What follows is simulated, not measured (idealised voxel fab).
Process module, titled voxel air gaps
We display cut, a cross-section 225 nm in width whose square cells are each 5 nm.
Cross-section spec: square-cell grid; bands listed top down; each band is one or more rows. Quick guide to a band line: top height, bottom height (nm) up front; then every material left to right with its width in nm. Only one material and it's marked "full width"? Then it fills the band edge to edge. And "empty" just means empty space. Counting heights begins at 0, where everything beneath is, in the wafer as received, one material. The lowest band has no bottom; it goes on downwards, as "0 down" shows. Width spec "30->40" -> top row of cells at first value, bottom row at second value, equal per-row change in between. No cell of the cross-section changed in a step that is given as "nothing different". Voids not open to the top, 8 cells minimum: see "Closed-off voids". Written width x height at distance; distance is from the left edge; nm. What comes after the settings on a step's line is commentary from the simulator itself on that step. A step's line can hold "overlay nm"; with a mask on that step, the setting says how far right of the planned place the mask lay, while a negative setting says it lay to the left.
## The process steps that were planned are listed below
step 1: RECEIVE, material Si
step 2: CONFORMAL_DEP, material SiO2, thk nm 15
step 3: CONFORMAL_DEP, material SiN, thk nm 5
step 4: DIRECTIONAL_DEP, material lowk, thk nm 30
step 5: DIRECTIONAL_DEP, material aC, thk nm 10
step 6: PATTERN, tone open, mask id LINES, material resist, width nm 15, pitch nm 40, thk nm 25, overlay nm 0
step 7: DIRECTIONAL_ETCH, etch materials aC, depth nm 10
step 8: STRIP, etch materials resist
step 9: DIRECTIONAL_ETCH, etch materials lowk, depth nm 30
step 10: STRIP, etch materials aC
step 11: CONFORMAL_DEP, material TiN, thk nm 5
step 12: FILL_DEP, material W, thk nm 10
step 13: CMP, height nm 50
step 14: EPI, material Ru, thk nm 10
step 15: SELECTIVE_ETCH, etch materials lowk, depth nm 40
step 16: CONFORMAL_DEP, material SiCN, thk nm 5
## Cross-sectional view of the wafer in its as-received condition, corresponding to the state after step 1
  0 down  Si full width
  Closed-off voids: none
## Cross-section, end of module. Start: as above. Plan: as above. Execution: one mistake
  65 to 60  empty=25 | SiCN=165 | empty=35
  60 to 50  empty=25 | SiCN=5 | Ru=35 | SiCN=5 | Ru=35 | SiCN=5 | Ru=35 | SiCN=5 | Ru=35 | SiCN=5 | empty=35
  50 to 45  empty=25 | SiCN=15 | TiN=5 | W=5 | TiN=5 | SiCN=25 | TiN=5 | W=5 | TiN=5 | SiCN=25 | TiN=5 | W=5 | TiN=5 | SiCN=25 | TiN=5 | W=5 | TiN=5 | SiCN=15 | empty=35
  45 to 25  empty=35 | SiCN=5 | TiN=5 | W=5 | TiN=5 | SiCN=5 | empty=15 | SiCN=5 | TiN=5 | W=5 | TiN=5 | SiCN=5 | empty=15 | SiCN=5 | TiN=5 | W=5 | TiN=5 | SiCN=5 | empty=15 | SiCN=5 | TiN=5 | W=5 | TiN=5 | SiCN=5 | empty=45
  25 to 20  SiCN=40 | TiN=15 | SiCN=25 | TiN=15 | SiCN=25 | TiN=15 | SiCN=25 | TiN=15 | SiCN=50
  20 to 15  SiN full width
  15 to 0  SiO2 full width
  0 down  Si full width
  Closed-off voids: 15 x 20 at 60; 15 x 20 at 100; 15 x 20 at 140
What was the processing mistake? in deviation from the planned setting, step 6 was conducted as PATTERN, tone open, mask id LINES, material resist, width nm 15, pitch nm 40, thk nm 25, overlay nm -5
